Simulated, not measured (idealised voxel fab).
The process module that follows is named voxel double patterning.
Cross-sectional view cut (width: 270 nm; square cell size: 5 nm).
Square cells in a grid make up a cross-section in this document, and the grid is given as bands, listed from the top down, each one or more rows of cells. First you get the band's top height and its bottom height, in nm, and then the materials it's made of, left to right, with each width in nm. If you see a single material with "everywhere", that one covers the band edge to edge. "empty" is empty space. A quick word on heights: they are counted from 0, and under that level the wafer as it came to us is one material throughout. The lowest band is different from the rest in having no bottom; it simply continues downward, written as in "0 nm and below". The two numbers in a width such as "30 to 40" mark its ends across the band: the first belongs to the top row of cells, the second to the bottom row, and from each row to the next the width moves by the same amount. "nothing altered" means the step left every cell of the cross-section as it was. Look at "Unvented cavities" for the closed voids: empty spaces with no open path to the top, sized 8 cells or up. Each is width x height at distance, distance from the left edge, all nm. after a step's settings: what the simulator itself notes on the step. "overlay nm", when on a step's line for a step with a mask, measures how far to the right of its planned place the mask lay; a negative measure means to the left.

-- Below is the list of planned process steps
1. RECEIVE, material Si
2. CONFORMAL_DEP, material SiN, thk nm 5
3. DIRECTIONAL_DEP, material SiO2, thk nm 15
4. DIRECTIONAL_DEP, material SiCN, thk nm 5
5. PATTERN, tone open, mask id FIRST, material resist, width nm 15, pitch nm 50, thk nm 20, overlay nm 0
6. DIRECTIONAL_ETCH, etch materials SiCN, depth nm 5
7. STRIP, etch materials resist
8. PATTERN, tone open, mask id SECOND, material resist, width nm 15, thk nm 20, overlay nm 0
9. DIRECTIONAL_ETCH, etch materials SiCN, depth nm 5
10. STRIP, etch materials resist
11. DIRECTIONAL_ETCH, etch materials SiO2, depth nm 15
12. STRIP, etch materials SiCN

-- Shown in cross-section is the wafer as received, that is, as it stands after step 1
  0 nm and below  Si everywhere
  Unvented cavities: none

-- first wafer at the end, as planned
  20 nm to 5 nm  SiO2 100 nm, empty 15 nm, SiO2 10 nm, empty 15 nm, SiO2 10 nm, empty 15 nm, SiO2 105 nm
  5 nm to 0 nm  SiN everywhere
  0 nm and below  Si everywhere
  Unvented cavities: none

-- Same start, same plan as the first wafer - but one mistake in the run. Cross-section of the second of the two at the end of the module
  20 nm to 5 nm  SiO2 100 nm, empty 15 nm, SiO2 5 nm, empty 25 nm, SiO2 5 nm, empty 15 nm, SiO2 105 nm
  5 nm to 0 nm  SiN everywhere
  0 nm and below  Si everywhere
  Unvented cavities: none
What was done differently from what was planned? step 8 was not run as planned; what actually ran was PATTERN, tone open, mask id SECOND, material resist, width nm 25, thk nm 20, overlay nm 0
Wafer comparison, final, in cells, second relative to first, materials more or fewer: SiO2 -6
